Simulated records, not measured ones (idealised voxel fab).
This section sets out a process module, namely voxel self aligned vias.
The cross-section on display is named cut; it measures 270 nm wide, and its cells are 5 nm squares.
This document writes a cross-section as a grid whose cells are square, and gives it as bands, listed from the top down; one or more rows of cells form a band.
Heads up on the band format: heights come first, top then bottom, in nm. After that it's the materials left to right, each with its width in nm. A single material flagged "edge to edge" fills the whole band edge to edge, and "blank" means there's empty space there.
Heights are measured from 0, the level below which the as-received wafer is all one material; the lowest band has no bottom and continues downward, written as in "0 down".
The width entry "30 to 40" should be interpreted row by row: the top row of cells in the band takes the first number, the bottom row takes the second number, and the change between adjacent rows is uniform throughout.
For the purposes of this document, the phrase "remains unaltered" attached to a step denotes that no cell within the cross-section was modified by that step.
"Completely sealed voids": empty spaces of 8 cells or more with no open way to the top, each given as width x height at distance, distance from the left edge, all in nm.
Anything after a step's settings on that line? It's the simulator's own note about the step.
overlay nm: how far to the right of its planned place the mask lay on this masked step (negative: to the left).
-- Steps planned for the process
1 op RECEIVE | material Si
2 op CONFORMAL_DEP | material SiO2 | thk nm 10
3 op CONFORMAL_DEP | material SiCN | thk nm 5
4 op DIRECTIONAL_DEP | material SiO2 | thk nm 30
5 op PATTERN | tone open | mask id LINES | material resist | width nm 20 | pitch nm 55 | thk nm 15 | overlay nm 0
6 op DIRECTIONAL_ETCH | etch materials SiO2 | depth nm 30
7 op STRIP | etch materials resist
8 op CONFORMAL_DEP | material TiN | thk nm 5
9 op FILL_DEP | material W | thk nm 10
10 op CMP | height nm 45
11 op SELECTIVE_ETCH | etch materials W Ru TiN | depth nm 5
12 op FILL_DEP | material SiN | thk nm 5
13 op CMP | height nm 45
14 op DIRECTIONAL_DEP | material SiO2 | thk nm 15
15 op DIRECTIONAL_DEP | material aC | thk nm 10
16 op PATTERN | tone open | mask id VIAS | material resist | width nm 40 | pitch nm 110 | thk nm 25 | overlay nm 0
17 op DIRECTIONAL_ETCH | etch materials aC | depth nm 10
18 op STRIP | etch materials resist
19 op DIRECTIONAL_ETCH | etch materials SiO2 | depth nm 15
20 op DIRECTIONAL_ETCH | etch materials SiN | depth nm 5
21 op STRIP | etch materials aC
22 op CONFORMAL_DEP | material TiN | thk nm 5
23 op FILL_DEP | material Cu | thk nm 5
24 op CMP | height nm 60
25 op CONFORMAL_DEP | material SiN | thk nm 5
-- First wafer out of two, processed as planned
-- As-received state of the wafer in cross-section, equivalent to post-step 1
* 0 down = Si edge to edge
* Completely sealed voids: none
-- after step 2
* 10 to 0 = SiO2 edge to edge
* Rest of section, below 0: as before.
-- after step 3
* 15 to 10 = SiCN edge to edge
* Rest of section, below 10: as before.
-- after step 4
* 45 to 15 = SiO2 edge to edge
* Rest of section, below 15: as before.
-- after step 5
* 60 to 45 = resist 70 / blank 20 / resist 35 / blank 20 / resist 35 / blank 20 / resist 70
* Rest of section, below 45: as before.
-- after step 6
* 60 to 45 = resist 70 / blank 20 / resist 35 / blank 20 / resist 35 / blank 20 / resist 70
* 45 to 15 = SiO2 70 / blank 20 / SiO2 35 / blank 20 / SiO2 35 / blank 20 / SiO2 70
* Rest of section, below 15: as before.
-- after step 7
* 45 to 15 = SiO2 70 / blank 20 / SiO2 35 / blank 20 / SiO2 35 / blank 20 / SiO2 70
* Rest of section, below 15: as before.
-- after step 8
* 50 to 45 = TiN 75 / blank 10 / TiN 45 / blank 10 / TiN 45 / blank 10 / TiN 75
* 45 to 20 = SiO2 70 / TiN 5 / blank 10 / TiN 5 / SiO2 35 / TiN 5 / blank 10 / TiN 5 / SiO2 35 / TiN 5 / blank 10 / TiN 5 / SiO2 70
* 20 to 15 = SiO2 70 / TiN 20 / SiO2 35 / TiN 20 / SiO2 35 / TiN 20 / SiO2 70
* Rest of section, below 15: as before.
-- after step 9
* 60 to 50 = W edge to edge
* 50 to 45 = TiN 75 / W 10 / TiN 45 / W 10 / TiN 45 / W 10 / TiN 75
* 45 to 20 = SiO2 70 / TiN 5 / W 10 / TiN 5 / SiO2 35 / TiN 5 / W 10 / TiN 5 / SiO2 35 / TiN 5 / W 10 / TiN 5 / SiO2 70
* Rest of section, below 20: as before.
-- after step 10
* 45 to 20 = SiO2 70 / TiN 5 / W 10 / TiN 5 / SiO2 35 / TiN 5 / W 10 / TiN 5 / SiO2 35 / TiN 5 / W 10 / TiN 5 / SiO2 70
* Rest of section, below 20: as before.
-- after step 11
* 45 to 40 = SiO2 70 / blank 20 / SiO2 35 / blank 20 / SiO2 35 / blank 20 / SiO2 70
* Rest of section, below 40: as before.
-- after step 12
* 50 to 45 = SiN edge to edge
* 45 to 40 = SiO2 70 / SiN 20 / SiO2 35 / SiN 20 / SiO2 35 / SiN 20 / SiO2 70
* Rest of section, below 40: as before.
-- after step 13
* 45 to 40 = SiO2 70 / SiN 20 / SiO2 35 / SiN 20 / SiO2 35 / SiN 20 / SiO2 70
* Rest of section, below 40: as before.
-- after step 14
* 60 to 45 = SiO2 edge to edge
* Rest of section, below 45: as before.
-- after step 15
* 70 to 60 = aC edge to edge
* Rest of section, below 60: as before.
-- after step 16
* 95 to 70 = resist 60 / blank 40 / resist 70 / blank 40 / resist 60
* Rest of section, below 70: as before.
-- after step 17
* 85 to 70 = resist 60 / blank 40 / resist 70 / blank 40 / resist 60
* 70 to 60 = aC 60 / blank 40 / aC 70 / blank 40 / aC 60
* Rest of section, below 60: as before.
-- after step 18
* 70 to 60 = aC 60 / blank 40 / aC 70 / blank 40 / aC 60
* Rest of section, below 60: as before.
-- after step 19
* 70 to 60 = aC 60 / blank 40 / aC 70 / blank 40 / aC 60
* 60 to 45 = SiO2 60 / blank 40 / SiO2 70 / blank 40 / SiO2 60
* Rest of section, below 45: as before.
-- after step 20
* 70 to 60 = aC 60 / blank 40 / aC 70 / blank 40 / aC 60
* 60 to 45 = SiO2 60 / blank 40 / SiO2 70 / blank 40 / SiO2 60
* 45 to 40 = SiO2 70 / blank 20 / SiO2 35 / SiN 20 / SiO2 35 / blank 20 / SiO2 70
* Rest of section, below 40: as before.
-- after step 21
* 60 to 45 = SiO2 60 / blank 40 / SiO2 70 / blank 40 / SiO2 60
* Rest of section, below 45: as before.
-- after step 22
* 65 to 60 = TiN 65 / blank 30 / TiN 80 / blank 30 / TiN 65
* 60 to 50 = SiO2 60 / TiN 5 / blank 30 / TiN 5 / SiO2 70 / TiN 5 / blank 30 / TiN 5 / SiO2 60
* 50 to 45 = SiO2 60 / TiN 15 / blank 10 / TiN 15 / SiO2 70 / TiN 15 / blank 10 / TiN 15 / SiO2 60
* 45 to 40 = SiO2 70 / TiN 20 / SiO2 35 / SiN 20 / SiO2 35 / TiN 20 / SiO2 70
* Rest of section, below 40: as before.
-- after step 23
* 70 to 65 = Cu edge to edge
* 65 to 60 = TiN 65 / Cu 30 / TiN 80 / Cu 30 / TiN 65
* 60 to 50 = SiO2 60 / TiN 5 / Cu 30 / TiN 5 / SiO2 70 / TiN 5 / Cu 30 / TiN 5 / SiO2 60
* 50 to 45 = SiO2 60 / TiN 15 / Cu 10 / TiN 15 / SiO2 70 / TiN 15 / Cu 10 / TiN 15 / SiO2 60
* Rest of section, below 45: as before.
-- after step 24
* 60 to 50 = SiO2 60 / TiN 5 / Cu 30 / TiN 5 / SiO2 70 / TiN 5 / Cu 30 / TiN 5 / SiO2 60
* Rest of section, below 50: as before.
-- after step 25
* 65 to 60 = SiN edge to edge
* Rest of section, below 60: as before.
-- Here the second wafer is described. Its start and its plan were those of the first wafer. Its run contained one mistake. Up to and including step 1, it did exactly what the first wafer did
-- Second wafer, cut view, end of step 2 per plan
* 5 to 0 = SiCN edge to edge
* Rest of section, below 0: as before.
-- Second wafer, cut view, end of step 3 per plan
* 15 to 5 = SiO2 edge to edge
* Rest of section, below 5: as before.
-- Second wafer, cut view, end of step 4 per plan
* 45 to 5 = SiO2 edge to edge
* Rest of section, below 5: as before.
-- Second wafer, cut view, end of step 5 per plan
* 60 to 45 = resist 70 / blank 20 / resist 35 / blank 20 / resist 35 / blank 20 / resist 70
* Rest of section, below 45: as before.
-- Second wafer, cut view, end of step 6 per plan
* 60 to 45 = resist 70 / blank 20 / resist 35 / blank 20 / resist 35 / blank 20 / resist 70
* 45 to 15 = SiO2 70 / blank 20 / SiO2 35 / blank 20 / SiO2 35 / blank 20 / SiO2 70
* Rest of section, below 15: as before.
-- Second wafer, cut view, end of step 7 per plan
* 45 to 15 = SiO2 70 / blank 20 / SiO2 35 / blank 20 / SiO2 35 / blank 20 / SiO2 70
* Rest of section, below 15: as before.
-- Second wafer, cut view, end of step 8 per plan
* 50 to 45 = TiN 75 / blank 10 / TiN 45 / blank 10 / TiN 45 / blank 10 / TiN 75
* 45 to 20 = SiO2 70 / TiN 5 / blank 10 / TiN 5 / SiO2 35 / TiN 5 / blank 10 / TiN 5 / SiO2 35 / TiN 5 / blank 10 / TiN 5 / SiO2 70
* 20 to 15 = SiO2 70 / TiN 20 / SiO2 35 / TiN 20 / SiO2 35 / TiN 20 / SiO2 70
* Rest of section, below 15: as before.
-- Second wafer, cut view, end of step 9 per plan
* 60 to 50 = W edge to edge
* 50 to 45 = TiN 75 / W 10 / TiN 45 / W 10 / TiN 45 / W 10 / TiN 75
* 45 to 20 = SiO2 70 / TiN 5 / W 10 / TiN 5 / SiO2 35 / TiN 5 / W 10 / TiN 5 / SiO2 35 / TiN 5 / W 10 / TiN 5 / SiO2 70
* Rest of section, below 20: as before.
-- Second wafer, cut view, end of step 10 per plan
* 45 to 20 = SiO2 70 / TiN 5 / W 10 / TiN 5 / SiO2 35 / TiN 5 / W 10 / TiN 5 / SiO2 35 / TiN 5 / W 10 / TiN 5 / SiO2 70
* Rest of section, below 20: as before.
-- Second wafer, cut view, end of step 11 per plan
* 45 to 40 = SiO2 70 / blank 20 / SiO2 35 / blank 20 / SiO2 35 / blank 20 / SiO2 70
* Rest of section, below 40: as before.
-- Second wafer, cut view, end of step 12 per plan
* 50 to 45 = SiN edge to edge
* 45 to 40 = SiO2 70 / SiN 20 / SiO2 35 / SiN 20 / SiO2 35 / SiN 20 / SiO2 70
* Rest of section, below 40: as before.
-- Second wafer, cut view, end of step 13 per plan
* 45 to 40 = SiO2 70 / SiN 20 / SiO2 35 / SiN 20 / SiO2 35 / SiN 20 / SiO2 70
* Rest of section, below 40: as before.
-- Second wafer, cut view, end of step 14 per plan
* 60 to 45 = SiO2 edge to edge
* Rest of section, below 45: as before.
-- Second wafer, cut view, end of step 15 per plan
* 70 to 60 = aC edge to edge
* Rest of section, below 60: as before.
-- Second wafer, cut view, end of step 16 per plan
* 95 to 70 = resist 60 / blank 40 / resist 70 / blank 40 / resist 60
* Rest of section, below 70: as before.
-- Second wafer, cut view, end of step 17 per plan
* 85 to 70 = resist 60 / blank 40 / resist 70 / blank 40 / resist 60
* 70 to 60 = aC 60 / blank 40 / aC 70 / blank 40 / aC 60
* Rest of section, below 60: as before.
-- Second wafer, cut view, end of step 18 per plan
* 70 to 60 = aC 60 / blank 40 / aC 70 / blank 40 / aC 60
* Rest of section, below 60: as before.
-- Second wafer, cut view, end of step 19 per plan
* 70 to 60 = aC 60 / blank 40 / aC 70 / blank 40 / aC 60
* 60 to 45 = SiO2 60 / blank 40 / SiO2 70 / blank 40 / SiO2 60
* Rest of section, below 45: as before.
-- Second wafer, cut view, end of step 20 per plan
* 70 to 60 = aC 60 / blank 40 / aC 70 / blank 40 / aC 60
* 60 to 45 = SiO2 60 / blank 40 / SiO2 70 / blank 40 / SiO2 60
* 45 to 40 = SiO2 70 / blank 20 / SiO2 35 / SiN 20 / SiO2 35 / blank 20 / SiO2 70
* Rest of section, below 40: as before.
-- Second wafer, cut view, end of step 21 per plan
* 60 to 45 = SiO2 60 / blank 40 / SiO2 70 / blank 40 / SiO2 60
* Rest of section, below 45: as before.
-- Second wafer, cut view, end of step 22 per plan
* 65 to 60 = TiN 65 / blank 30 / TiN 80 / blank 30 / TiN 65
* 60 to 50 = SiO2 60 / TiN 5 / blank 30 / TiN 5 / SiO2 70 / TiN 5 / blank 30 / TiN 5 / SiO2 60
* 50 to 45 = SiO2 60 / TiN 15 / blank 10 / TiN 15 / SiO2 70 / TiN 15 / blank 10 / TiN 15 / SiO2 60
* 45 to 40 = SiO2 70 / TiN 20 / SiO2 35 / SiN 20 / SiO2 35 / TiN 20 / SiO2 70
* Rest of section, below 40: as before.
-- Second wafer, cut view, end of step 23 per plan
* 70 to 65 = Cu edge to edge
* 65 to 60 = TiN 65 / Cu 30 / TiN 80 / Cu 30 / TiN 65
* 60 to 50 = SiO2 60 / TiN 5 / Cu 30 / TiN 5 / SiO2 70 / TiN 5 / Cu 30 / TiN 5 / SiO2 60
* 50 to 45 = SiO2 60 / TiN 15 / Cu 10 / TiN 15 / SiO2 70 / TiN 15 / Cu 10 / TiN 15 / SiO2 60
* Rest of section, below 45: as before.
-- Second wafer, cut view, end of step 24 per plan
* 60 to 50 = SiO2 60 / TiN 5 / Cu 30 / TiN 5 / SiO2 70 / TiN 5 / Cu 30 / TiN 5 / SiO2 60
* Rest of section, below 50: as before.
-- Second wafer, cut view, end of step 25 per plan
* 65 to 60 = SiN edge to edge
* Rest of section, below 60: as before.
It is concluded that the wafer was processed incorrectly with respect to the plan, in that steps 2 and 3 run out of order (swapped)
At the end, the second wafer has the same number of cells of each material as the first, but those cells sit in other places.
